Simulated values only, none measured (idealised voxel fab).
Name of the process module below: voxel self aligned contacts
Cross-sectional view cut (width: 295 nm; square cell size: 5 nm).
The cross-sections in this document take the form of a grid made of square cells. They are written out as bands, in order from top to bottom. Each band consists of one or more rows of cells.
Basically the band line says how high the top is and how high the bottom is, in nm, and then what's in it from left to right, every material with its width in nm. Empty space shows up as "blank", and if a single material carries "edge to edge" it runs the full band edge to edge.
Note: height 0 marks the level under which the wafer is uniformly one material as received. Lowest band unbounded below, written "0 down".
Quick explanation for "30..40": the width changes in equal steps down the rows of cells, from the first number in the band's top row to the second number in its bottom row.
Where a step carries "stayed the same", the cross-section came out of it unchanged, cell for cell.
"Completely sealed voids" specifies each empty space that is not open to the top and that occupies no fewer than 8 cells, using the form width x height at distance, the distance measured from the left edge and all three quantities in nm.
On a step's line, text after the settings is the simulator commenting on that step.
"overlay nm" answers the question of how far to the right of plan the mask lay on a step that has a mask, and when it is negative the answer is to the left.

### The process steps that were planned are listed below
1. RECEIVE [material Si]
2. CONFORMAL_DEP [material SiO2] [thk nm 5]
3. DIRECTIONAL_DEP [material polySi] [thk nm 20]
4. DIRECTIONAL_DEP [material SiN] [thk nm 20]
5. DIRECTIONAL_DEP [material aC] [thk nm 10]
6. PATTERN [tone cover] [mask id GATE] [material resist] [width nm 30] [pitch nm 75] [thk nm 25] [overlay nm 0]
7. DIRECTIONAL_ETCH [etch materials aC] [depth nm 10]
8. STRIP [etch materials resist]
9. DIRECTIONAL_ETCH [etch materials SiN] [depth nm 20]
10. DIRECTIONAL_ETCH [etch materials polySi] [depth nm 20]
11. STRIP [etch materials aC]
12. CONFORMAL_DEP [material SiN] [thk nm 10]
13. DIRECTIONAL_ETCH [etch materials SiN] [depth nm 10]
14. FILL_DEP [material SiO2] [thk nm 20]
15. CMP [height nm 55]
16. DIRECTIONAL_DEP [material aC] [thk nm 15]
17. PATTERN [tone open] [mask id CONTACT] [material resist] [width nm 55] [thk nm 30] [overlay nm 0]
18. DIRECTIONAL_ETCH [etch materials aC] [depth nm 15]
19. STRIP [etch materials resist]
20. DIRECTIONAL_ETCH [etch materials SiO2] [depth nm 55]
21. STRIP [etch materials aC]
22. CONFORMAL_DEP [material TiN] [thk nm 5]
23. FILL_DEP [material W] [thk nm 5]
24. CMP [height nm 55]
25. CONFORMAL_DEP [material SiN] [thk nm 5]

### Wafer cross-section on receipt, i.e. after step 1
  0 down = Si edge to edge
  Completely sealed voids: none

### End-of-module cross-section. Starting structure and process plan as above; one mistake made in running it
  60 to 55 = SiN edge to edge
  55 to 50 = 85 of SiO2, 50 of SiN, 5 of TiN, 15 of W, 5 of TiN, 50 of SiN, 85 of SiO2
  50 to 45 = 85 of SiO2, 50 of SiN, 25 of TiN, 50 of SiN, 85 of SiO2
  45 to 25 = SiN edge to edge
  25 to 5 = polySi edge to edge
  5 to 0 = SiO2 edge to edge
  0 down = Si edge to edge
  Completely sealed voids: none
It is concluded that the wafer was processed incorrectly with respect to the plan, in that step 4 of the plan was twice carried out
